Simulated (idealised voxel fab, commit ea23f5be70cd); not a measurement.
Process module name: voxel self aligned vias
Displayed cross-section: cut, width of 160 nm, square cells sized 5 nm.
A cross-section is written here as square cells arranged in a grid, and it is given in bands from the top down, each band taking up one or more rows of cells.
Band: top height; bottom height; in nm. Then, left to right: material with width in nm, for each material. "all across": a single material spanning edge to edge. "empty": empty space.
All heights in this document are referenced to 0, defined as the level beneath which the wafer, as received, consists entirely of one material. The lowest band is not bounded below; it extends indefinitely downward and is written in the form "0 nm and below".
Graded width ("30 to 40"): value in top row of band = first number; value in bottom row = second number; row-to-row change constant.
Where a step carries "all unchanged", the cross-section came out of it unchanged, cell for cell.
Reported under the label "Sealed cavities" are the empty spaces having no open way to the top and comprising 8 cells or more; the notation for each is width x height at distance, in which the distance is measured from the left edge and all three values are in nm.
Post-settings text on a step line: simulator's own remark regarding the step.
overlay nm, on a step with a mask: how far to the right of its planned place the mask lay; to the left if negative
Below is the list of planned process steps
1. RECEIVE: material Si
2. CONFORMAL_DEP: material SiO2, thk nm 15
3. CONFORMAL_DEP: material SiCN, thk nm 5
4. DIRECTIONAL_DEP: material SiO2, thk nm 30
5. DIRECTIONAL_DEP: material aC, thk nm 10
6. PATTERN: tone open, mask id LINES, material resist, width nm 20, pitch nm 55, thk nm 25, overlay nm 0
7. DIRECTIONAL_ETCH: etch materials aC, depth nm 10
8. STRIP: etch materials resist
9. DIRECTIONAL_ETCH: etch materials SiO2, depth nm 30
10. STRIP: etch materials aC
11. CONFORMAL_DEP: material TiN, thk nm 5
12. FILL_DEP: material Ru, thk nm 10
13. CMP: height nm 50
14. SELECTIVE_ETCH: etch materials W Ru TiN, depth nm 10
15. FILL_DEP: material SiN, thk nm 10
16. CMP: height nm 50
17. DIRECTIONAL_DEP: material SiO2, thk nm 20
18. PATTERN: tone open, mask id VIAS, material resist, width nm 30, thk nm 20, overlay nm 0
19. DIRECTIONAL_ETCH: etch materials SiO2, depth nm 20
20. DIRECTIONAL_ETCH: etch materials SiN, depth nm 10
21. STRIP: etch materials resist
22. CONFORMAL_DEP: material TiN, thk nm 5
23. FILL_DEP: material Cu, thk nm 5
24. CMP: height nm 70
25. CONFORMAL_DEP: material SiN, thk nm 5
As received (post step 1): cross-section
* 0 nm and below = Si all across
* Sealed cavities: none
a wafer at the end: this start, this plan, one mistake
* 75 nm to 70 nm = SiN all across
* 70 nm to 55 nm = SiO2 35 nm, then TiN 5 nm, then Cu 20 nm, then TiN 5 nm, then SiO2 95 nm
* 55 nm to 50 nm = SiO2 35 nm, then TiN 10 nm, then Cu 10 nm, then TiN 10 nm, then SiO2 95 nm
* 50 nm to 45 nm = SiO2 40 nm, then TiN 5 nm, then Cu 10 nm, then TiN 5 nm, then SiO2 35 nm, then SiN 20 nm, then SiO2 45 nm
* 45 nm to 40 nm = SiO2 40 nm, then TiN 20 nm, then SiO2 35 nm, then SiN 20 nm, then SiO2 45 nm
* 40 nm to 25 nm = SiO2 40 nm, then TiN 5 nm, then Ru 10 nm, then TiN 5 nm, then SiO2 35 nm, then TiN 5 nm, then Ru 10 nm, then TiN 5 nm, then SiO2 45 nm
* 25 nm to 20 nm = SiO2 40 nm, then TiN 20 nm, then SiO2 35 nm, then TiN 20 nm, then SiO2 45 nm
* 20 nm to 0 nm = SiCN all across
* 0 nm and below = Si all across
* Sealed cavities: none
Heads up, the wafer didn't run the way we planned it: step 2 ran differently from the plan; actual operation with settings: CONFORMAL_DEP: material SiCN, thk nm 15
